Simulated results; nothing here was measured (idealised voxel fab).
You're looking at the process module voxel tone inversion.
cross-section cut | 260 nm wide | cells 5 nm
We lay out every cross-section as a grid of square cells and spell it out in bands from the top down, where one band means one or more rows of cells.
Each band's line starts with the height of the band's top and of its bottom, in nm. Then come its materials from left to right, each with its width in nm. One material with "throughout" fills the band from edge to edge. "empty" is empty space.
Heights are measured from 0, the level below which the as-received wafer is all one material; the lowest band has no bottom and continues downward, written as in "top 0, no bottom".
So if you see something like "30->40" for the width, read it as the top row of the band sitting at the first number and the bottom row at the second, with every row in between moving by the same amount as the last.
For the purposes of this document, the phrase "remained unchanged" attached to a step denotes that no cell within the cross-section was modified by that step.
Basically, "Trapped cavities" tells you about the enclosed voids: empty spaces with no open way to the top, 8 cells or bigger, each written width x height at distance, where distance is from the left edge, all in nm.
Formally, on a step line, whatever follows the settings is a remark that the simulator itself makes on the step.
You can add "overlay nm" to a step's line. For a step with a mask, it describes how far the mask lay to the right of its planned position, and a negative number describes a lay to the left.

Steps planned for the process
1 RECEIVE [material Si]
2 CONFORMAL_DEP [material SiN] [thk nm 10]
3 DIRECTIONAL_DEP [material aC] [thk nm 25]
4 PATTERN [tone cover] [mask id POSTS] [material resist] [width nm 25] [pitch nm 50] [thk nm 30] [overlay nm 0]
5 DIRECTIONAL_ETCH [etch materials aC] [depth nm 25]
6 STRIP [etch materials resist]
7 FILL_DEP [material SiO2] [thk nm 5]
8 CMP [height nm 35]
9 STRIP [etch materials aC]

Received-state cross-section, reflecting completion of step 1
> top 0, no bottom = Si throughout
> Trapped cavities: none

The module was run from the start shown above using the plan shown above, but one mistake was made doing it; the resulting wafer cross-section is below
> top 35, bottom 10 = 65 empty / 25 SiO2 / 25 empty / 25 SiO2 / 25 empty / 25 SiO2 / 70 empty
> top 10, bottom 0 = SiN throughout
> top 0, no bottom = Si throughout
> Trapped cavities: none
Short version of what went wrong: step 4 went in with a setting other than planned; the actual run was PATTERN [tone open] [mask id POSTS] [material resist] [width nm 25] [pitch nm 50] [thk nm 30] [overlay nm 0]
